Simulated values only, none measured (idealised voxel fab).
process module | voxel transistor to metal
cross-section cut | 155 nm wide | cells 5 nm
A cross-section is a grid of square cells, given in bands from the top down. A band is one or more rows of cells.
Each band's line starts with the height of the band's top and of its bottom, in nm. Then come its materials from left to right, each with its width in nm. One material with "throughout" fills the band from edge to edge. "air" is empty space.
Height 0 is the level under which the wafer as received is all one material. The lowest band goes on downwards, as in "0 down".
A width such as "30 to 40" changes by the same amount from each row of cells to the next, from the band's top row to its bottom row.
"no change" after a step means that no cell of the cross-section changed.
closed voids: empty space of 8 cells or more with no open way to the top, each as width x height at its distance from the left edge, in nm
after a step's settings: what the simulator itself notes on the step
overlay nm, on a step with a mask: how far to the right of its planned place the mask lay; to the left if negative
plan
1 op RECEIVE | material Si
2 op CONFORMAL_DEP | material SiO2 | thk nm 5
3 op CONFORMAL_DEP | material SiN | thk nm 15
4 op MASKED_ETCH | tone cover | mask id ACTIVE | width nm 95 | etch materials SiN | depth nm 15 | overlay nm 0
5 op MASKED_ETCH | tone cover | mask id ACTIVE | width nm 95 | etch materials SiO2 | depth nm 5 | overlay nm 0
6 op MASKED_ETCH | tone cover | mask id ACTIVE | width nm 95 | etch materials Si | depth nm 25 | overlay nm 0
7 op FILL_DEP | material SiO2 | thk nm 5
8 op CMP | height nm 20
9 op SELECTIVE_ETCH | etch materials SiO2 | depth nm 15
10 op STRIP | etch materials SiN
11 op SELECTIVE_ETCH | etch materials SiO2 | depth nm 5
12 op OXIDIZE | depth nm 5
13 op DIRECTIONAL_DEP | material polySi | thk nm 20
14 op DIRECTIONAL_DEP | material SiCN | thk nm 10
15 op DIRECTIONAL_DEP | material aC | thk nm 10
16 op PATTERN | tone cover | mask id GATE | material resist | width nm 25 | thk nm 25 | overlay nm 0
17 op DIRECTIONAL_ETCH | etch materials aC | depth nm 10
18 op STRIP | etch materials resist
19 op DIRECTIONAL_ETCH | etch materials SiCN | depth nm 20
20 op DIRECTIONAL_ETCH | etch materials polySi | depth nm 30
21 op STRIP | etch materials aC
22 op CONFORMAL_DEP | material SiO2 | thk nm 5
23 op DIRECTIONAL_ETCH | etch materials SiO2 | depth nm 5
24 op CONFORMAL_DEP | material SiN | thk nm 5
25 op DIRECTIONAL_ETCH | etch materials SiN | depth nm 5
26 op DIRECTIONAL_ETCH | etch materials SiO2 | depth nm 5
27 op EPI | material pSi | thk nm 5
28 op FILL_DEP | material SiO2 | thk nm 10
29 op CMP | height nm 20
30 op STRIP | etch materials polySi
31 op SELECTIVE_ETCH | etch materials SiO2 | depth nm 5
32 op CONFORMAL_DEP | material HfO2 | thk nm 5
33 op CONFORMAL_DEP | material TiN | thk nm 5
34 op FILL_DEP | material W | thk nm 5
35 op CMP | height nm 15
36 op DIRECTIONAL_DEP | material SiO2 | thk nm 15
37 op MASKED_ETCH | tone open | mask id CONTACT | width nm 15 | pitch nm 70 | etch materials SiO2 | depth nm 30 | overlay nm 0
38 op CONFORMAL_DEP | material TiN | thk nm 5
39 op FILL_DEP | material Ru | thk nm 5
40 op CMP | height nm 30
41 op DIRECTIONAL_DEP | material TiN | thk nm 5
42 op DIRECTIONAL_DEP | material W | thk nm 15
43 op PATTERN | tone cover | mask id METAL_1 | material resist | width nm 15 | pitch nm 70 | thk nm 15 | overlay nm 0
44 op DIRECTIONAL_ETCH | etch materials W | depth nm 15
45 op DIRECTIONAL_ETCH | etch materials TiN | depth nm 5
46 op STRIP | etch materials resist
47 op CONFORMAL_DEP | material SiCN | thk nm 5
48 op FILL_DEP | material SiO2 | thk nm 5
49 op CMP | height nm 50
50 op CONFORMAL_DEP | material SiCN | thk nm 5
51 op DIRECTIONAL_DEP | material SiO2 | thk nm 35
52 op PATTERN | tone open | mask id METAL_2 | material resist | width nm 15 | pitch nm 70 | thk nm 20 | overlay nm 0
53 op DIRECTIONAL_ETCH | etch materials SiO2 | depth nm 20
54 op STRIP | etch materials resist
55 op PATTERN | tone open | mask id METAL_2_HOLES | material resist | width nm 15 | pitch nm 70 | thk nm 15 | overlay nm 0
56 op DIRECTIONAL_ETCH | etch materials SiO2 | depth nm 15
57 op DIRECTIONAL_ETCH | etch materials SiCN | depth nm 5
58 op STRIP | etch materials resist
59 op CONFORMAL_DEP | material TiN | thk nm 5
60 op FILL_DEP | material Ru | thk nm 5
61 op CMP | height nm 90
62 op CONFORMAL_DEP | material SiCN | thk nm 5
first wafer, as planned
as received, after step 1
  0 down: Si throughout
  closed voids: none
after step 2
  5 to 0: SiO2 throughout
  below 0: unchanged
after step 3
  20 to 5: SiN throughout
  below 5: unchanged
after step 4
  20 to 5: air 30 | SiN 95 | air 30
  below 5: unchanged
after step 5
  20 to 5: air 30 | SiN 95 | air 30
  5 to 0: air 30 | SiO2 95 | air 30
  below 0: unchanged
after step 6
  20 to 5: air 30 | SiN 95 | air 30
  5 to 0: air 30 | SiO2 95 | air 30
  0 to -25: air 30 | Si 95 | air 30
  below -25: unchanged
after step 7
  25 to 20: SiO2 throughout
  20 to 5: SiO2 30 | SiN 95 | SiO2 30
  5 to 0: SiO2 throughout
  0 to -25: SiO2 30 | Si 95 | SiO2 30
  below -25: unchanged
after step 8
  20 to 5: SiO2 30 | SiN 95 | SiO2 30
  below 5: unchanged
after step 9
  20 to 5: air 30 | SiN 95 | air 30
  below 5: unchanged
after step 10
  5 to 0: SiO2 throughout
  below 0: unchanged
after step 11
  0 to -25: SiO2 30 | Si 95 | SiO2 30
  below -25: unchanged
after step 12
  0 to -5: SiO2 throughout
  below -5: unchanged
after step 13
  20 to 0: polySi throughout
  below 0: unchanged
after step 14
  30 to 20: SiCN throughout
  below 20: unchanged
after step 15
  40 to 30: aC throughout
  below 30: unchanged
after step 16
  65 to 40: air 65 | resist 25 | air 65
  below 40: unchanged
after step 17
  55 to 40: air 65 | resist 25 | air 65
  40 to 30: air 65 | aC 25 | air 65
  below 30: unchanged
after step 18
  40 to 30: air 65 | aC 25 | air 65
  below 30: unchanged
after step 19
  40 to 30: air 65 | aC 25 | air 65
  30 to 20: air 65 | SiCN 25 | air 65
  below 20: unchanged
after step 20
  40 to 30: air 65 | aC 25 | air 65
  30 to 20: air 65 | SiCN 25 | air 65
  20 to 0: air 65 | polySi 25 | air 65
  below 0: unchanged
after step 21
  30 to 20: air 65 | SiCN 25 | air 65
  below 20: unchanged
after step 22
  35 to 30: air 60 | SiO2 35 | air 60
  30 to 20: air 60 | SiO2 5 | SiCN 25 | SiO2 5 | air 60
  20 to 5: air 60 | SiO2 5 | polySi 25 | SiO2 5 | air 60
  5 to 0: SiO2 65 | polySi 25 | SiO2 65
  below 0: unchanged
after step 23
  30 to 20: air 60 | SiO2 5 | SiCN 25 | SiO2 5 | air 60
  20 to 0: air 60 | SiO2 5 | polySi 25 | SiO2 5 | air 60
  below 0: unchanged
after step 24
  35 to 30: air 55 | SiN 45 | air 55
  30 to 20: air 55 | SiN 5 | SiO2 5 | SiCN 25 | SiO2 5 | SiN 5 | air 55
  20 to 5: air 55 | SiN 5 | SiO2 5 | polySi 25 | SiO2 5 | SiN 5 | air 55
  5 to 0: SiN 60 | SiO2 5 | polySi 25 | SiO2 5 | SiN 60
  below 0: unchanged
after step 25
  30 to 20: air 55 | SiN 5 | SiO2 5 | SiCN 25 | SiO2 5 | SiN 5 | air 55
  20 to 0: air 55 | SiN 5 | SiO2 5 | polySi 25 | SiO2 5 | SiN 5 | air 55
  below 0: unchanged
after step 26
  30 to 25: air 55 | SiN 5 | air 5 | SiCN 25 | air 5 | SiN 5 | air 55
  25 to 20: air 55 | SiN 5 | SiO2 5 | SiCN 25 | SiO2 5 | SiN 5 | air 55
  20 to 0: air 55 | SiN 5 | SiO2 5 | polySi 25 | SiO2 5 | SiN 5 | air 55
  0 to -5: air 55 | SiO2 45 | air 55
  below -5: unchanged
after step 27
  30 to 25: air 55 | SiN 5 | air 5 | SiCN 25 | air 5 | SiN 5 | air 55
  25 to 20: air 55 | SiN 5 | SiO2 5 | SiCN 25 | SiO2 5 | SiN 5 | air 55
  20 to 0: air 55 | SiN 5 | SiO2 5 | polySi 25 | SiO2 5 | SiN 5 | air 55
  0 to -5: air 25 | pSi 30 | SiO2 45 | pSi 30 | air 25
  below -5: unchanged
after step 28
  40 to 30: SiO2 throughout
  30 to 20: SiO2 55 | SiN 5 | SiO2 5 | SiCN 25 | SiO2 5 | SiN 5 | SiO2 55
  20 to 0: SiO2 55 | SiN 5 | SiO2 5 | polySi 25 | SiO2 5 | SiN 5 | SiO2 55
  0 to -5: SiO2 25 | pSi 30 | SiO2 45 | pSi 30 | SiO2 25
  below -5: unchanged
after step 29
  20 to 0: SiO2 55 | SiN 5 | SiO2 5 | polySi 25 | SiO2 5 | SiN 5 | SiO2 55
  below 0: unchanged
after step 30
  20 to 0: SiO2 55 | SiN 5 | SiO2 5 | air 25 | SiO2 5 | SiN 5 | SiO2 55
  below 0: unchanged
after step 31
  20 to 15: air 55 | SiN 5 | air 35 | SiN 5 | air 55
  15 to 0: SiO2 55 | SiN 5 | air 35 | SiN 5 | SiO2 55
  0 to -5: SiO2 25 | pSi 30 | SiO2 5 | air 35 | SiO2 5 | pSi 30 | SiO2 25
  below -5: unchanged
after step 32
  25 to 20: air 50 | HfO2 15 | air 25 | HfO2 15 | air 50
  20 to 15: HfO2 55 | SiN 5 | HfO2 5 | air 25 | HfO2 5 | SiN 5 | HfO2 55
  15 to 0: SiO2 55 | SiN 5 | HfO2 5 | air 25 | HfO2 5 | SiN 5 | SiO2 55
  0 to -5: SiO2 25 | pSi 30 | SiO2 5 | HfO2 35 | SiO2 5 | pSi 30 | SiO2 25
  below -5: unchanged
after step 33
  30 to 25: air 45 | TiN 25 | air 15 | TiN 25 | air 45
  25 to 20: TiN 50 | HfO2 15 | TiN 5 | air 15 | TiN 5 | HfO2 15 | TiN 50
  20 to 15: HfO2 55 | SiN 5 | HfO2 5 | TiN 5 | air 15 | TiN 5 | HfO2 5 | SiN 5 | HfO2 55
  15 to 5: SiO2 55 | SiN 5 | HfO2 5 | TiN 5 | air 15 | TiN 5 | HfO2 5 | SiN 5 | SiO2 55
  5 to 0: SiO2 55 | SiN 5 | HfO2 5 | TiN 25 | HfO2 5 | SiN 5 | SiO2 55
  below 0: unchanged
after step 34
  35 to 30: W throughout
  30 to 25: W 45 | TiN 25 | W 15 | TiN 25 | W 45
  25 to 20: TiN 50 | HfO2 15 | TiN 5 | W 15 | TiN 5 | HfO2 15 | TiN 50
  20 to 15: HfO2 55 | SiN 5 | HfO2 5 | TiN 5 | W 15 | TiN 5 | HfO2 5 | SiN 5 | HfO2 55
  15 to 5: SiO2 55 | SiN 5 | HfO2 5 | TiN 5 | W 15 | TiN 5 | HfO2 5 | SiN 5 | SiO2 55
  below 5: unchanged
after step 35
  15 to 5: SiO2 55 | SiN 5 | HfO2 5 | TiN 5 | W 15 | TiN 5 | HfO2 5 | SiN 5 | SiO2 55
  below 5: unchanged
after step 36
  30 to 15: SiO2 throughout
  below 15: unchanged
after step 37
  30 to 15: SiO2 35 | air 15 | SiO2 55 | air 15 | SiO2 35
  15 to 5: SiO2 35 | air 15 | SiO2 5 | SiN 5 | HfO2 5 | TiN 5 | W 15 | TiN 5 | HfO2 5 | SiN 5 | SiO2 5 | air 15 | SiO2 35
  5 to 0: SiO2 35 | air 15 | SiO2 5 | SiN 5 | HfO2 5 | TiN 25 | HfO2 5 | SiN 5 | SiO2 5 | air 15 | SiO2 35
  below 0: unchanged
after step 38
  35 to 30: TiN 40 | air 5 | TiN 65 | air 5 | TiN 40
  30 to 15: SiO2 35 | TiN 5 | air 5 | TiN 5 | SiO2 55 | TiN 5 | air 5 | TiN 5 | SiO2 35
  15 to 5: SiO2 35 | TiN 5 | air 5 | TiN 5 | SiO2 5 | SiN 5 | HfO2 5 | TiN 5 | W 15 | TiN 5 | HfO2 5 | SiN 5 | SiO2 5 | TiN 5 | air 5 | TiN 5 | SiO2 35
  5 to 0: SiO2 35 | TiN 15 | SiO2 5 | SiN 5 | HfO2 5 | TiN 25 | HfO2 5 | SiN 5 | SiO2 5 | TiN 15 | SiO2 35
  below 0: unchanged
after step 39
  40 to 35: Ru throughout
  35 to 30: TiN 40 | Ru 5 | TiN 65 | Ru 5 | TiN 40
  30 to 15: SiO2 35 | TiN 5 | Ru 5 | TiN 5 | SiO2 55 | TiN 5 | Ru 5 | TiN 5 | SiO2 35
  15 to 5: SiO2 35 | TiN 5 | Ru 5 | TiN 5 | SiO2 5 | SiN 5 | HfO2 5 | TiN 5 | W 15 | TiN 5 | HfO2 5 | SiN 5 | SiO2 5 | TiN 5 | Ru 5 | TiN 5 | SiO2 35
  below 5: unchanged
after step 40
  30 to 15: SiO2 35 | TiN 5 | Ru 5 | TiN 5 | SiO2 55 | TiN 5 | Ru 5 | TiN 5 | SiO2 35
  below 15: unchanged
after step 41
  35 to 30: TiN throughout
  below 30: unchanged
after step 42
  50 to 35: W throughout
  below 35: unchanged
after step 43
  65 to 50: air 35 | resist 15 | air 55 | resist 15 | air 35
  below 50: unchanged
after step 44
  65 to 50: air 35 | resist 15 | air 55 | resist 15 | air 35
  50 to 35: air 35 | W 15 | air 55 | W 15 | air 35
  below 35: unchanged
after step 45
  65 to 50: air 35 | resist 15 | air 55 | resist 15 | air 35
  50 to 35: air 35 | W 15 | air 55 | W 15 | air 35
  35 to 30: air 35 | TiN 15 | air 55 | TiN 15 | air 35
  below 30: unchanged
after step 46
  50 to 35: air 35 | W 15 | air 55 | W 15 | air 35
  below 35: unchanged
after step 47
  55 to 50: air 30 | SiCN 25 | air 45 | SiCN 25 | air 30
  50 to 35: air 30 | SiCN 5 | W 15 | SiCN 5 | air 45 | SiCN 5 | W 15 | SiCN 5 | air 30
  35 to 30: SiCN 35 | TiN 15 | SiCN 55 | TiN 15 | SiCN 35
  below 30: unchanged
after step 48
  60 to 55: SiO2 throughout
  55 to 50: SiO2 30 | SiCN 25 | SiO2 45 | SiCN 25 | SiO2 30
  50 to 35: SiO2 30 | SiCN 5 | W 15 | SiCN 5 | SiO2 45 | SiCN 5 | W 15 | SiCN 5 | SiO2 30
  below 35: unchanged
after step 49
  50 to 35: SiO2 30 | SiCN 5 | W 15 | SiCN 5 | SiO2 45 | SiCN 5 | W 15 | SiCN 5 | SiO2 30
  below 35: unchanged
after step 50
  55 to 50: SiCN throughout
  below 50: unchanged
after step 51
  90 to 55: SiO2 throughout
  below 55: unchanged
after step 52
  110 to 90: resist 35 | air 15 | resist 55 | air 15 | resist 35
  below 90: unchanged
after step 53
  110 to 90: resist 35 | air 15 | resist 55 | air 15 | resist 35
  90 to 70: SiO2 35 | air 15 | SiO2 55 | air 15 | SiO2 35
  below 70: unchanged
after step 54
  90 to 70: SiO2 35 | air 15 | SiO2 55 | air 15 | SiO2 35
  below 70: unchanged
after step 55
  105 to 90: resist 35 | air 15 | resist 55 | air 15 | resist 35
  below 90: unchanged
after step 56
  105 to 90: resist 35 | air 15 | resist 55 | air 15 | resist 35
  90 to 55: SiO2 35 | air 15 | SiO2 55 | air 15 | SiO2 35
  below 55: unchanged
after step 57
  105 to 90: resist 35 | air 15 | resist 55 | air 15 | resist 35
  90 to 55: SiO2 35 | air 15 | SiO2 55 | air 15 | SiO2 35
  55 to 50: SiCN 35 | air 15 | SiCN 55 | air 15 | SiCN 35
  below 50: unchanged
after step 58
  90 to 55: SiO2 35 | air 15 | SiO2 55 | air 15 | SiO2 35
  below 55: unchanged
after step 59
  95 to 90: TiN 40 | air 5 | TiN 65 | air 5 | TiN 40
  90 to 55: SiO2 35 | TiN 5 | air 5 | TiN 5 | SiO2 55 | TiN 5 | air 5 | TiN 5 | SiO2 35
  55 to 50: SiCN 35 | TiN 15 | SiCN 55 | TiN 15 | SiCN 35
  below 50: unchanged
after step 60
  100 to 95: Ru throughout
  95 to 90: TiN 40 | Ru 5 | TiN 65 | Ru 5 | TiN 40
  90 to 55: SiO2 35 | TiN 5 | Ru 5 | TiN 5 | SiO2 55 | TiN 5 | Ru 5 | TiN 5 | SiO2 35
  below 55: unchanged
after step 61
  90 to 55: SiO2 35 | TiN 5 | Ru 5 | TiN 5 | SiO2 55 | TiN 5 | Ru 5 | TiN 5 | SiO2 35
  below 55: unchanged
after step 62
  95 to 90: SiCN throughout
  below 90: unchanged
second wafer: like start, like plan, one mistake. Through step 9 it matches the first wafer
when step 10 should have ended
  20 to 5: air 30 | SiN 95 | air 30
  5 to 0: air 35 | SiO2 85 | air 35
  below 0: unchanged
when step 11 should have ended
  5 to 0: air 35 | SiO2 85 | air 35
  below 0: unchanged
when step 12 should have ended
  5 to 0: air 35 | SiO2 85 | air 35
  0 to -5: SiO2 40 | Si 75 | SiO2 40
  below -5: unchanged
when step 13 should have ended
  25 to 20: air 35 | polySi 85 | air 35
  20 to 5: polySi throughout
  5 to 0: polySi 35 | SiO2 85 | polySi 35
  below 0: unchanged
when step 14 should have ended
  35 to 30: air 35 | SiCN 85 | air 35
  30 to 25: SiCN throughout
  25 to 20: SiCN 35 | polySi 85 | SiCN 35
  below 20: unchanged
when step 15 should have ended
  45 to 40: air 35 | aC 85 | air 35
  40 to 35: aC throughout
  35 to 30: aC 35 | SiCN 85 | aC 35
  below 30: unchanged
when step 16 should have ended
  70 to 45: air 65 | resist 25 | air 65
  below 45: unchanged
when step 17 should have ended
  60 to 45: air 65 | resist 25 | air 65
  45 to 35: air 65 | aC 25 | air 65
  35 to 30: air 35 | SiCN 85 | air 35
  below 30: unchanged
when step 18 should have ended
  45 to 35: air 65 | aC 25 | air 65
  below 35: unchanged
when step 19 should have ended
  45 to 35: air 65 | aC 25 | air 65
  35 to 25: air 65 | SiCN 25 | air 65
  25 to 20: air 35 | polySi 85 | air 35
  below 20: unchanged
when step 20 should have ended
  45 to 35: air 65 | aC 25 | air 65
  35 to 25: air 65 | SiCN 25 | air 65
  25 to 5: air 65 | polySi 25 | air 65
  5 to 0: air 35 | SiO2 85 | air 35
  below 0: unchanged
when step 21 should have ended
  35 to 25: air 65 | SiCN 25 | air 65
  below 25: unchanged
when step 22 should have ended
  40 to 35: air 60 | SiO2 35 | air 60
  35 to 25: air 60 | SiO2 5 | SiCN 25 | SiO2 5 | air 60
  25 to 10: air 60 | SiO2 5 | polySi 25 | SiO2 5 | air 60
  10 to 5: air 30 | SiO2 35 | polySi 25 | SiO2 35 | air 30
  5 to 0: SiO2 throughout
  below 0: unchanged
when step 23 should have ended
  35 to 25: air 60 | SiO2 5 | SiCN 25 | SiO2 5 | air 60
  25 to 5: air 60 | SiO2 5 | polySi 25 | SiO2 5 | air 60
  5 to 0: air 30 | SiO2 95 | air 30
  below 0: unchanged
when step 24 should have ended
  40 to 35: air 55 | SiN 45 | air 55
  35 to 25: air 55 | SiN 5 | SiO2 5 | SiCN 25 | SiO2 5 | SiN 5 | air 55
  25 to 10: air 55 | SiN 5 | SiO2 5 | polySi 25 | SiO2 5 | SiN 5 | air 55
  10 to 5: air 25 | SiN 35 | SiO2 5 | polySi 25 | SiO2 5 | SiN 35 | air 25
  5 to 0: SiN 30 | SiO2 95 | SiN 30
  below 0: unchanged
when step 25 should have ended
  35 to 25: air 55 | SiN 5 | SiO2 5 | SiCN 25 | SiO2 5 | SiN 5 | air 55
  25 to 5: air 55 | SiN 5 | SiO2 5 | polySi 25 | SiO2 5 | SiN 5 | air 55
  5 to 0: air 25 | SiN 5 | SiO2 95 | SiN 5 | air 25
  below 0: unchanged
when step 26 should have ended
  35 to 30: air 55 | SiN 5 | air 5 | SiCN 25 | air 5 | SiN 5 | air 55
  30 to 25: air 55 | SiN 5 | SiO2 5 | SiCN 25 | SiO2 5 | SiN 5 | air 55
  25 to 5: air 55 | SiN 5 | SiO2 5 | polySi 25 | SiO2 5 | SiN 5 | air 55
  5 to 0: air 25 | SiN 5 | air 25 | SiO2 45 | air 25 | SiN 5 | air 25
  0 to -5: air 25 | SiO2 15 | Si 75 | SiO2 15 | air 25
  below -5: unchanged
when step 27 should have ended
  35 to 30: air 55 | SiN 5 | air 5 | SiCN 25 | air 5 | SiN 5 | air 55
  30 to 25: air 55 | SiN 5 | SiO2 5 | SiCN 25 | SiO2 5 | SiN 5 | air 55
  25 to 5: air 55 | SiN 5 | SiO2 5 | polySi 25 | SiO2 5 | SiN 5 | air 55
  5 to 0: air 25 | SiN 5 | air 5 | pSi 20 | SiO2 45 | pSi 20 | air 5 | SiN 5 | air 25
  below 0: unchanged
when step 28 should have ended
  45 to 35: SiO2 throughout
  35 to 25: SiO2 55 | SiN 5 | SiO2 5 | SiCN 25 | SiO2 5 | SiN 5 | SiO2 55
  25 to 5: SiO2 55 | SiN 5 | SiO2 5 | polySi 25 | SiO2 5 | SiN 5 | SiO2 55
  5 to 0: SiO2 25 | SiN 5 | SiO2 5 | pSi 20 | SiO2 45 | pSi 20 | SiO2 5 | SiN 5 | SiO2 25
  0 to -5: SiO2 40 | Si 75 | SiO2 40
  below -5: unchanged
when step 29 should have ended
  20 to 5: SiO2 55 | SiN 5 | SiO2 5 | polySi 25 | SiO2 5 | SiN 5 | SiO2 55
  below 5: unchanged
when step 30 should have ended
  20 to 5: SiO2 55 | SiN 5 | SiO2 5 | air 25 | SiO2 5 | SiN 5 | SiO2 55
  below 5: unchanged
when step 31 should have ended
  20 to 15: air 55 | SiN 5 | air 35 | SiN 5 | air 55
  15 to 5: SiO2 55 | SiN 5 | air 35 | SiN 5 | SiO2 55
  5 to 0: SiO2 25 | SiN 5 | SiO2 5 | pSi 20 | SiO2 5 | air 35 | SiO2 5 | pSi 20 | SiO2 5 | SiN 5 | SiO2 25
  below 0: unchanged
when step 32 should have ended
  25 to 20: air 50 | HfO2 15 | air 25 | HfO2 15 | air 50
  20 to 15: HfO2 55 | SiN 5 | HfO2 5 | air 25 | HfO2 5 | SiN 5 | HfO2 55
  15 to 5: SiO2 55 | SiN 5 | HfO2 5 | air 25 | HfO2 5 | SiN 5 | SiO2 55
  5 to 0: SiO2 25 | SiN 5 | SiO2 5 | pSi 20 | SiO2 5 | HfO2 35 | SiO2 5 | pSi 20 | SiO2 5 | SiN 5 | SiO2 25
  below 0: unchanged
when step 33 should have ended
  30 to 25: air 45 | TiN 25 | air 15 | TiN 25 | air 45
  25 to 20: TiN 50 | HfO2 15 | TiN 5 | air 15 | TiN 5 | HfO2 15 | TiN 50
  20 to 15: HfO2 55 | SiN 5 | HfO2 5 | TiN 5 | air 15 | TiN 5 | HfO2 5 | SiN 5 | HfO2 55
  15 to 10: SiO2 55 | SiN 5 | HfO2 5 | TiN 5 | air 15 | TiN 5 | HfO2 5 | SiN 5 | SiO2 55
  10 to 5: SiO2 55 | SiN 5 | HfO2 5 | TiN 25 | HfO2 5 | SiN 5 | SiO2 55
  below 5: unchanged
when step 34 should have ended
  35 to 30: W throughout
  30 to 25: W 45 | TiN 25 | W 15 | TiN 25 | W 45
  25 to 20: TiN 50 | HfO2 15 | TiN 5 | W 15 | TiN 5 | HfO2 15 | TiN 50
  20 to 15: HfO2 55 | SiN 5 | HfO2 5 | TiN 5 | W 15 | TiN 5 | HfO2 5 | SiN 5 | HfO2 55
  15 to 10: SiO2 55 | SiN 5 | HfO2 5 | TiN 5 | W 15 | TiN 5 | HfO2 5 | SiN 5 | SiO2 55
  below 10: unchanged
when step 35 should have ended
  15 to 10: SiO2 55 | SiN 5 | HfO2 5 | TiN 5 | W 15 | TiN 5 | HfO2 5 | SiN 5 | SiO2 55
  below 10: unchanged
when step 36 should have ended
  30 to 15: SiO2 throughout
  below 15: unchanged
when step 37 should have ended
  30 to 15: SiO2 35 | air 15 | SiO2 55 | air 15 | SiO2 35
  15 to 10: SiO2 35 | air 15 | SiO2 5 | SiN 5 | HfO2 5 | TiN 5 | W 15 | TiN 5 | HfO2 5 | SiN 5 | SiO2 5 | air 15 | SiO2 35
  10 to 5: SiO2 35 | air 15 | SiO2 5 | SiN 5 | HfO2 5 | TiN 25 | HfO2 5 | SiN 5 | SiO2 5 | air 15 | SiO2 35
  below 5: unchanged
when step 38 should have ended
  35 to 30: TiN 40 | air 5 | TiN 65 | air 5 | TiN 40
  30 to 15: SiO2 35 | TiN 5 | air 5 | TiN 5 | SiO2 55 | TiN 5 | air 5 | TiN 5 | SiO2 35
  15 to 10: SiO2 35 | TiN 5 | air 5 | TiN 5 | SiO2 5 | SiN 5 | HfO2 5 | TiN 5 | W 15 | TiN 5 | HfO2 5 | SiN 5 | SiO2 5 | TiN 5 | air 5 | TiN 5 | SiO2 35
  10 to 5: SiO2 35 | TiN 15 | SiO2 5 | SiN 5 | HfO2 5 | TiN 25 | HfO2 5 | SiN 5 | SiO2 5 | TiN 15 | SiO2 35
  below 5: unchanged
when step 39 should have ended
  40 to 35: Ru throughout
  35 to 30: TiN 40 | Ru 5 | TiN 65 | Ru 5 | TiN 40
  30 to 15: SiO2 35 | TiN 5 | Ru 5 | TiN 5 | SiO2 55 | TiN 5 | Ru 5 | TiN 5 | SiO2 35
  15 to 10: SiO2 35 | TiN 5 | Ru 5 | TiN 5 | SiO2 5 | SiN 5 | HfO2 5 | TiN 5 | W 15 | TiN 5 | HfO2 5 | SiN 5 | SiO2 5 | TiN 5 | Ru 5 | TiN 5 | SiO2 35
  below 10: unchanged
when step 40 should have ended
  30 to 15: SiO2 35 | TiN 5 | Ru 5 | TiN 5 | SiO2 55 | TiN 5 | Ru 5 | TiN 5 | SiO2 35
  below 15: unchanged
when step 41 should have ended
  35 to 30: TiN throughout
  below 30: unchanged
when step 42 should have ended
  50 to 35: W throughout
  below 35: unchanged
when step 43 should have ended
  65 to 50: air 35 | resist 15 | air 55 | resist 15 | air 35
  below 50: unchanged
when step 44 should have ended
  65 to 50: air 35 | resist 15 | air 55 | resist 15 | air 35
  50 to 35: air 35 | W 15 | air 55 | W 15 | air 35
  below 35: unchanged
when step 45 should have ended
  65 to 50: air 35 | resist 15 | air 55 | resist 15 | air 35
  50 to 35: air 35 | W 15 | air 55 | W 15 | air 35
  35 to 30: air 35 | TiN 15 | air 55 | TiN 15 | air 35
  below 30: unchanged
when step 46 should have ended
  50 to 35: air 35 | W 15 | air 55 | W 15 | air 35
  below 35: unchanged
when step 47 should have ended
  55 to 50: air 30 | SiCN 25 | air 45 | SiCN 25 | air 30
  50 to 35: air 30 | SiCN 5 | W 15 | SiCN 5 | air 45 | SiCN 5 | W 15 | SiCN 5 | air 30
  35 to 30: SiCN 35 | TiN 15 | SiCN 55 | TiN 15 | SiCN 35
  below 30: unchanged
when step 48 should have ended
  60 to 55: SiO2 throughout
  55 to 50: SiO2 30 | SiCN 25 | SiO2 45 | SiCN 25 | SiO2 30
  50 to 35: SiO2 30 | SiCN 5 | W 15 | SiCN 5 | SiO2 45 | SiCN 5 | W 15 | SiCN 5 | SiO2 30
  below 35: unchanged
when step 49 should have ended
  50 to 35: SiO2 30 | SiCN 5 | W 15 | SiCN 5 | SiO2 45 | SiCN 5 | W 15 | SiCN 5 | SiO2 30
  below 35: unchanged
when step 50 should have ended
  55 to 50: SiCN throughout
  below 50: unchanged
when step 51 should have ended
  90 to 55: SiO2 throughout
  below 55: unchanged
when step 52 should have ended
  110 to 90: resist 35 | air 15 | resist 55 | air 15 | resist 35
  below 90: unchanged
when step 53 should have ended
  110 to 90: resist 35 | air 15 | resist 55 | air 15 | resist 35
  90 to 70: SiO2 35 | air 15 | SiO2 55 | air 15 | SiO2 35
  below 70: unchanged
when step 54 should have ended
  90 to 70: SiO2 35 | air 15 | SiO2 55 | air 15 | SiO2 35
  below 70: unchanged
when step 55 should have ended
  105 to 90: resist 35 | air 15 | resist 55 | air 15 | resist 35
  below 90: unchanged
when step 56 should have ended
  105 to 90: resist 35 | air 15 | resist 55 | air 15 | resist 35
  90 to 55: SiO2 35 | air 15 | SiO2 55 | air 15 | SiO2 35
  below 55: unchanged
when step 57 should have ended
  105 to 90: resist 35 | air 15 | resist 55 | air 15 | resist 35
  90 to 55: SiO2 35 | air 15 | SiO2 55 | air 15 | SiO2 35
  55 to 50: SiCN 35 | air 15 | SiCN 55 | air 15 | SiCN 35
  below 50: unchanged
when step 58 should have ended
  90 to 55: SiO2 35 | air 15 | SiO2 55 | air 15 | SiO2 35
  below 55: unchanged
when step 59 should have ended
  95 to 90: TiN 40 | air 5 | TiN 65 | air 5 | TiN 40
  90 to 55: SiO2 35 | TiN 5 | air 5 | TiN 5 | SiO2 55 | TiN 5 | air 5 | TiN 5 | SiO2 35
  55 to 50: SiCN 35 | TiN 15 | SiCN 55 | TiN 15 | SiCN 35
  below 50: unchanged
when step 60 should have ended
  100 to 95: Ru throughout
  95 to 90: TiN 40 | Ru 5 | TiN 65 | Ru 5 | TiN 40
  90 to 55: SiO2 35 | TiN 5 | Ru 5 | TiN 5 | SiO2 55 | TiN 5 | Ru 5 | TiN 5 | SiO2 35
  below 55: unchanged
when step 61 should have ended
  90 to 55: SiO2 35 | TiN 5 | Ru 5 | TiN 5 | SiO2 55 | TiN 5 | Ru 5 | TiN 5 | SiO2 35
  below 55: unchanged
when step 62 should have ended
  95 to 90: SiCN throughout
  below 90: unchanged
what went wrong: steps 10 and 11 were swapped
at the end the second wafer has, in cells: 2 fewer of HfO2 | 2 fewer of Ru | 15 more of Si | 2 more of SiO2 | 6 fewer of TiN | 3 fewer of W | 4 fewer of pSi
